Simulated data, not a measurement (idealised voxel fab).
This is a process module. Its name is voxel capacitor over wiring.
FYI the section here is cut, 280 nm wide, cells are 5 nm squares.
Reading order for cross-sections: top band down to bottom band. Underlying form: a grid of square cells. Band size: one or more rows of cells. Basically the band line says how high the top is and how high the bottom is, in nm, and then what's in it from left to right, every material with its width in nm. Empty space shows up as "empty", and if a single material carries "full width" it runs the full band edge to edge. Height reference: 0 = level under which incoming wafer is all one material. Lowest band: no bottom, runs on downward, e.g. "from 0 down". It should be noted that a width expressed as "30..40" varies in equal increments from row to row of cells within the band, taking the value of the first number at the top row and that of the second number at the bottom row. Reading "no alteration" for a step: not a cell of the cross-section changed in it. "Fully enclosed voids" enumerates empty spaces isolated from the top, with no open way to it, that contain at least 8 cells, giving each as width x height at distance from the left edge, all three in nm. Post-settings text on a step line: simulator's own remark regarding the step. "overlay nm" on a masked step: distance the mask lay right of its planned place, negative for left.
# Process steps - plan
1,RECEIVE,material Si
2,CONFORMAL_DEP,material SiO2,thk nm 5
3,CONFORMAL_DEP,material SiN,thk nm 5
4,DIRECTIONAL_DEP,material lowk,thk nm 25
5,PATTERN,tone open,mask id METAL_1,material resist,width nm 30,pitch nm 80,thk nm 20,overlay nm 0
6,DIRECTIONAL_ETCH,etch materials lowk,depth nm 25
7,DIRECTIONAL_ETCH,etch materials SiN,depth nm 5
8,STRIP,etch materials resist
9,CONFORMAL_DEP,material TiN,thk nm 5
10,FILL_DEP,material Cu,thk nm 10
11,CMP,height nm 40
12,CONFORMAL_DEP,material SiCN,thk nm 5
13,DIRECTIONAL_DEP,material lowk,thk nm 20
14,DIRECTIONAL_DEP,material aC,thk nm 15
15,PATTERN,tone open,mask id PLUG_1,material resist,width nm 15,thk nm 35,overlay nm 0
16,DIRECTIONAL_ETCH,etch materials aC,depth nm 15
17,STRIP,etch materials resist
18,DIRECTIONAL_ETCH,etch materials lowk,depth nm 20
19,DIRECTIONAL_ETCH,etch materials SiCN,depth nm 5
20,STRIP,etch materials aC
21,CONFORMAL_DEP,material TiN,thk nm 5
22,FILL_DEP,material Ru,thk nm 10
23,CMP,height nm 65
24,DIRECTIONAL_DEP,material TiN,thk nm 10
25,DIRECTIONAL_DEP,material HfO2,thk nm 5
26,DIRECTIONAL_DEP,material TiN,thk nm 5
27,PATTERN,tone cover,mask id UPPER_PLATE,material resist,width nm 55,thk nm 15,overlay nm 0
28,DIRECTIONAL_ETCH,etch materials TiN,depth nm 5
29,DIRECTIONAL_ETCH,etch materials HfO2,depth nm 5
30,STRIP,etch materials resist
31,PATTERN,tone cover,mask id LOWER_PLATE,material resist,width nm 65,thk nm 15,overlay nm 0
32,DIRECTIONAL_ETCH,etch materials TiN,depth nm 10
33,STRIP,etch materials resist
34,FILL_DEP,material SiO2,thk nm 20
35,CMP,height nm 100
36,PATTERN,tone open,mask id PLUG_2,material resist,width nm 15,thk nm 20,overlay nm 0
37,DIRECTIONAL_ETCH,etch materials SiO2,depth nm 15
38,STRIP,etch materials resist
39,CONFORMAL_DEP,material TiN,thk nm 5
40,FILL_DEP,material Ru,thk nm 10
41,CMP,height nm 100
42,CONFORMAL_DEP,material SiN,thk nm 5
Wafers differ in thk nm at step 2; plan lists the first wafer's value; identical starting state.
# First wafer of several, as received: cross-section after step 1
- from 0 down | Si full width
- Fully enclosed voids: none
# The figure below presents a cross-section of the first of several wafers at the conclusion of the module, following its last step, step 42
- from 105 to 100 | SiN full width
- from 100 to 90 | SiO2 110 / TiN 5 / Ru 5 / TiN 5 / SiO2 155
- from 90 to 80 | SiO2 110..100 / TiN 15..55 / SiO2 155..125
- from 80 to 75 | SiO2 100 / HfO2 55 / SiO2 125
- from 75 to 65 | SiO2 95 / TiN 65 / SiO2 120
- from 65 to 45 | lowk 100 / TiN 5 / Ru 5 / TiN 5 / lowk 165
- from 45 to 40 | SiCN 100 / TiN 15 / SiCN 165
- from 40 to 35 | TiN 90 / Cu 20 / TiN 60 / Cu 20 / TiN 90
- from 35 to 10 | lowk 85 / TiN 5 / Cu 20 / TiN 5 / lowk 50 / TiN 5 / Cu 20 / TiN 5 / lowk 85
- from 10 to 5 | SiN 85 / TiN 30 / SiN 50 / TiN 30 / SiN 85
- from 5 to 0 | SiO2 full width
- from 0 down | Si full width
- Fully enclosed voids: none
# Cross-section, last wafer, module completion
- from 105 to 100 | SiN full width
- from 100 to 90 | SiO2 110 / TiN 5 / Ru 5 / TiN 5 / SiO2 155
- from 90 to 80 | SiO2 110..100 / TiN 15..55 / SiO2 155..125
- from 80 to 75 | SiO2 100 / HfO2 55 / SiO2 125
- from 75 to 65 | SiO2 95 / TiN 65 / SiO2 120
- from 65 to 45 | lowk 100 / TiN 5 / Ru 5 / TiN 5 / lowk 165
- from 45 to 40 | SiCN 100 / TiN 15 / SiCN 165
- from 40 to 30 | lowk 85 / TiN 5 / Cu 20 / TiN 5 / lowk 50 / TiN 5 / Cu 20 / TiN 5 / lowk 85
- from 30 to 25 | SiN 85 / TiN 30 / SiN 50 / TiN 30 / SiN 85
- from 25 to 0 | SiO2 full width
- from 0 down | Si full width
- Fully enclosed voids: none
# The table below has one row for each wafer; a row shows, as of the end of the module, how many cells of each material the wafer has gained, marked (+), or lost, marked (-), since it was received, and then the wafer's closed voids
thk nm 5, +48 Cu, +11 HfO2, +6 Ru, +53 SiCN, +100 SiN, +391 SiO2, +135 TiN, +432 lowk, Fully enclosed voids: none
thk nm 10, +40 Cu, +11 HfO2, +6 Ru, +53 SiCN, +100 SiN, +447 SiO2, +87 TiN, +432 lowk, Fully enclosed voids: none
thk nm 15, +32 Cu, +11 HfO2, +6 Ru, +53 SiCN, +100 SiN, +503 SiO2, +83 TiN, +388 lowk, Fully enclosed voids: none
thk nm 20, +24 Cu, +11 HfO2, +6 Ru, +53 SiCN, +100 SiN, +559 SiO2, +79 TiN, +344 lowk, Fully enclosed voids: none
thk nm 25, +16 Cu, +11 HfO2, +6 Ru, +53 SiCN, +100 SiN, +615 SiO2, +75 TiN, +300 lowk, Fully enclosed voids: none
